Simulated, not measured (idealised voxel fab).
process module | voxel wiring stack
cross-section cut | 215 nm wide | cells 5 nm
A cross-section is a grid of square cells, given in bands from the top down. A band is one or more rows of cells.
Each band's line starts with the height of the band's top and of its bottom, in nm. Then come its materials from left to right, each with its width in nm. One material with "throughout" fills the band from edge to edge. "air" is empty space.
Height 0 is the level under which the wafer as received is all one material. The lowest band goes on downwards, as in "0 down".
A width such as "30 to 40" changes by the same amount from each row of cells to the next, from the band's top row to its bottom row.
"no change" after a step means that no cell of the cross-section changed.
closed voids: empty space of 8 cells or more with no open way to the top, each as width x height at its distance from the left edge, in nm
after a step's settings: what the simulator itself notes on the step
overlay nm, on a step with a mask: how far to the right of its planned place the mask lay; to the left if negative
plan
1 op RECEIVE | material Si
2 op CONFORMAL_DEP | material SiO2 | thk nm 10
3 op CONFORMAL_DEP | material SiN | thk nm 5
4 op DIRECTIONAL_DEP | material SiO2 | thk nm 25
5 op DIRECTIONAL_DEP | material aC | thk nm 15
6 op PATTERN | tone open | mask id METAL_1 | material resist | width nm 30 | pitch nm 50 | thk nm 30 | overlay nm 0
7 op DIRECTIONAL_ETCH | etch materials aC | depth nm 15
8 op STRIP | etch materials resist
9 op DIRECTIONAL_ETCH | etch materials SiO2 | depth nm 25
10 op DIRECTIONAL_ETCH | etch materials SiN | depth nm 5
11 op STRIP | etch materials aC
12 op CONFORMAL_DEP | material TiN | thk nm 5
13 op FILL_DEP | material Cu | thk nm 5
14 op CMP | height nm 40
15 op CONFORMAL_DEP | material SiCN | thk nm 5
16 op DIRECTIONAL_DEP | material SiO2 | thk nm 35
17 op DIRECTIONAL_DEP | material aC | thk nm 15
18 op PATTERN | tone open | mask id METAL_2 | material resist | width nm 30 | pitch nm 50 | thk nm 35 | overlay nm 0
19 op DIRECTIONAL_ETCH | etch materials aC | depth nm 15
20 op STRIP | etch materials resist
21 op DIRECTIONAL_ETCH | etch materials SiO2 | depth nm 20
22 op STRIP | etch materials aC
23 op MASKED_ETCH | tone open | mask id METAL_2_HOLES | width nm 15 | pitch nm 100 | etch materials SiO2 | depth nm 15 | overlay nm 0
24 op MASKED_ETCH | tone open | mask id METAL_2_HOLES | width nm 15 | pitch nm 100 | etch materials SiCN | depth nm 5 | overlay nm 0
25 op CONFORMAL_DEP | material TiN | thk nm 5
26 op FILL_DEP | material Cu | thk nm 5
27 op CMP | height nm 80
28 op CONFORMAL_DEP | material SiCN | thk nm 5
29 op DIRECTIONAL_DEP | material SiO2 | thk nm 15
30 op MASKED_ETCH | tone open | mask id PLUG_2 | width nm 15 | pitch nm 50 | etch materials SiO2 | depth nm 15 | overlay nm 0
31 op MASKED_ETCH | tone open | mask id PLUG_2 | width nm 15 | pitch nm 50 | etch materials SiCN | depth nm 5 | overlay nm 0
32 op CONFORMAL_DEP | material TiN | thk nm 5
33 op FILL_DEP | material Ru | thk nm 10
34 op CMP | height nm 100
35 op CONFORMAL_DEP | material SiCN | thk nm 5
36 op DIRECTIONAL_DEP | material SiO2 | thk nm 20
37 op DIRECTIONAL_DEP | material aC | thk nm 15
38 op PATTERN | tone open | mask id METAL_3 | material resist | width nm 30 | pitch nm 50 | thk nm 35 | overlay nm 0
39 op DIRECTIONAL_ETCH | etch materials aC | depth nm 15
40 op STRIP | etch materials resist
41 op DIRECTIONAL_ETCH | etch materials SiO2 | depth nm 20
42 op DIRECTIONAL_ETCH | etch materials SiCN | depth nm 5
43 op STRIP | etch materials aC
44 op CONFORMAL_DEP | material TiN | thk nm 5
45 op FILL_DEP | material Cu | thk nm 5
46 op CMP | height nm 125
47 op CONFORMAL_DEP | material SiCN | thk nm 5
48 op DIRECTIONAL_DEP | material lowk | thk nm 10
49 op PATTERN | tone open | mask id PLUG_3 | material resist | width nm 15 | pitch nm 50 | thk nm 15 | overlay nm 0
50 op DIRECTIONAL_ETCH | etch materials lowk | depth nm 10
51 op DIRECTIONAL_ETCH | etch materials SiCN | depth nm 5
52 op STRIP | etch materials resist
53 op CONFORMAL_DEP | material TiN | thk nm 5
54 op FILL_DEP | material Ru | thk nm 10
55 op CMP | height nm 140
56 op DIRECTIONAL_DEP | material TiN | thk nm 5
57 op DIRECTIONAL_DEP | material W | thk nm 20
58 op DIRECTIONAL_DEP | material aC | thk nm 10
59 op PATTERN | tone cover | mask id METAL_4 | material resist | width nm 30 | pitch nm 50 | thk nm 25 | overlay nm 0
60 op DIRECTIONAL_ETCH | etch materials aC | depth nm 10
61 op STRIP | etch materials resist
62 op DIRECTIONAL_ETCH | etch materials W | depth nm 20
63 op DIRECTIONAL_ETCH | etch materials TiN | depth nm 5
64 op STRIP | etch materials aC
65 op CONFORMAL_DEP | material SiCN | thk nm 5
66 op FILL_DEP | material SiO2 | thk nm 10
67 op CMP | height nm 165
68 op CONFORMAL_DEP | material SiN | thk nm 5
as received, after step 1
  0 down: Si throughout
  closed voids: none
a wafer at the end: this start, this plan, one mistake
  170 to 165: SiN throughout
  165 to 145: SiO2 10 | SiCN 5 | W 30 | SiCN 5 | SiO2 10 | SiCN 5 | W 30 | SiCN 5 | SiO2 10 | SiCN 5 | W 30 | SiCN 5 | SiO2 10 | SiCN 5 | W 30 | SiCN 5 | SiO2 15
  145 to 140: SiCN 15 | TiN 30 | SiCN 20 | TiN 30 | SiCN 20 | TiN 30 | SiCN 20 | TiN 30 | SiCN 20
  140 to 130: lowk 15 | TiN 5 | Ru 5 | TiN 5 | lowk 35 | TiN 5 | Ru 5 | TiN 5 | lowk 35 | TiN 5 | Ru 5 | TiN 5 | lowk 35 | TiN 5 | Ru 5 | TiN 5 | lowk 35
  130 to 125: SiCN 15 | TiN 15 | SiCN 35 | TiN 15 | SiCN 35 | TiN 15 | SiCN 35 | TiN 15 | SiCN 35
  125 to 105: SiO2 15 | TiN 5 | Cu 20 | TiN 5 | SiO2 20 | TiN 5 | Cu 20 | TiN 5 | SiO2 20 | TiN 5 | Cu 20 | TiN 5 | SiO2 20 | TiN 5 | Cu 20 | TiN 5 | SiO2 20
  105 to 95: SiCN 15 | TiN 30 to 15 | SiCN 20 to 35 | TiN 30 to 15 | SiCN 20 to 35 | TiN 30 to 15 | SiCN 20 to 35 | TiN 30 to 15 | SiCN 20 to 35
  95 to 80: SiO2 throughout
  80 to 65: SiO2 15 | TiN 5 | Cu 20 | TiN 5 | SiO2 20 | TiN 5 | Cu 20 | TiN 5 | SiO2 20 | TiN 5 | Cu 20 | TiN 5 | SiO2 20 | TiN 5 | Cu 20 | TiN 5 | SiO2 20
  65 to 60: SiO2 15 | TiN 5 | Cu 5 | TiN 20 | SiO2 20 | TiN 30 | SiO2 20 | TiN 5 | Cu 5 | TiN 20 | SiO2 20 | TiN 30 | SiO2 20
  60 to 45: SiO2 15 | TiN 5 | Cu 5 | TiN 5 | SiO2 85 | TiN 5 | Cu 5 | TiN 5 | SiO2 85
  45 to 40: SiCN 15 | TiN 15 | SiCN 85 | TiN 15 | SiCN 85
  40 to 15: SiO2 15 | TiN 5 | Cu 20 | TiN 5 | SiO2 20 | TiN 5 | Cu 20 | TiN 5 | SiO2 20 | TiN 5 | Cu 20 | TiN 5 | SiO2 20 | TiN 5 | Cu 20 | TiN 5 | SiO2 20
  15 to 10: SiN 15 | TiN 30 | SiN 20 | TiN 30 | SiN 20 | TiN 30 | SiN 20 | TiN 30 | SiN 20
  10 to 0: SiO2 throughout
  0 down: Si throughout
  closed voids: none
what went wrong: steps 28 and 29 were swapped
